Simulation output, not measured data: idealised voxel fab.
You're looking at the process module voxel gate over fins.
Square cell edge 5 nm, section width 250 nm, ID cut.
Cross-section, as written here: a square-cell grid given band by band from the top down, where a band holds one or more rows of cells.
Look at the band entry: it leads with the top's height and the bottom's height in nm. Then it lists the materials left to right, with a width in nm for each. The word "edge to edge" on a single material says that material fills the band edge to edge. The word "empty" is empty space.
Where do heights start? At 0: under that level the wafer as delivered is made of one material only. And the lowest band has no floor; it just carries on downward, as in "top 0, no bottom".
A two-number width, for instance "30->40", indicates that the width is equal to the first number in the top row of the band and to the second number in the bottom row, and that it changes by a constant amount per row of cells.
When a step is marked "left unchanged", none of the cells in the cross-section changed during that step.
Listed in "Internal closed voids": every empty space of 8 or more cells without an open way to the top. Form: width x height at distance, the distance being from the left edge, all in nm.
On a step's line, text after the settings is the simulator commenting on that step.
The line of a step may include "overlay nm". On a step with a mask, this value is how far to the right of its planned place the mask lay. A negative value means the mask lay to the left.
### The planned process steps are enumerated hereunder
1: RECEIVE [material Si]
2: CONFORMAL_DEP [material SiN] [thk nm 10]
3: DIRECTIONAL_DEP [material aC] [thk nm 15]
4: PATTERN [tone cover] [mask id FINS] [material resist] [width nm 15] [pitch nm 35] [thk nm 35] [overlay nm -15]
5: DIRECTIONAL_ETCH [etch materials aC] [depth nm 15]
6: STRIP [etch materials resist]
7: DIRECTIONAL_ETCH [etch materials SiN] [depth nm 10]
8: DIRECTIONAL_ETCH [etch materials Si] [depth nm 30]
9: STRIP [etch materials aC]
10: OXIDIZE [depth nm 5]
11: FILL_DEP [material SiO2] [thk nm 5]
12: CMP [height nm 10]
13: SELECTIVE_ETCH [etch materials SiO2] [depth nm 25]
14: STRIP [etch materials SiN]
15: CONFORMAL_DEP [material HfO2] [thk nm 5]
16: CONFORMAL_DEP [material TiN] [thk nm 5]
17: FILL_DEP [material W] [thk nm 15]
18: CMP [height nm 20]
19: CONFORMAL_DEP [material SiCN] [thk nm 5]
The plan shows the overlay nm of step 4 as the first wafer had it; this setting differs between the wafers, which start out alike.
### first wafer as received, after step 1
    top 0, no bottom  Si edge to edge
    Internal closed voids: none
### What follows is a table in which each wafer occupies a row; for the wafer as it stands at the close of the module, the row states, material by material, how many cells have been gained (+) or lost (-) since receipt, and then gives its closed voids
overlay nm -15 | +62 HfO2 | -336 Si | +50 SiCN | +192 SiO2 | +62 TiN | +220 W | Internal closed voids: none
overlay nm -10 | +62 HfO2 | -336 Si | +50 SiCN | +192 SiO2 | +62 TiN | +220 W | Internal closed voids: none
overlay nm -5 | +62 HfO2 | -336 Si | +50 SiCN | +192 SiO2 | +62 TiN | +220 W | Internal closed voids: none
overlay nm 0 | +62 HfO2 | -336 Si | +50 SiCN | +192 SiO2 | +62 TiN | +220 W | Internal closed voids: none
overlay nm 5 | +62 HfO2 | -336 Si | +50 SiCN | +192 SiO2 | +62 TiN | +220 W | Internal closed voids: none
overlay nm 10 | +62 HfO2 | -336 Si | +50 SiCN | +192 SiO2 | +62 TiN | +220 W | Internal closed voids: none
overlay nm 15 | +62 HfO2 | -336 Si | +50 SiCN | +192 SiO2 | +62 TiN | +220 W | Internal closed voids: none
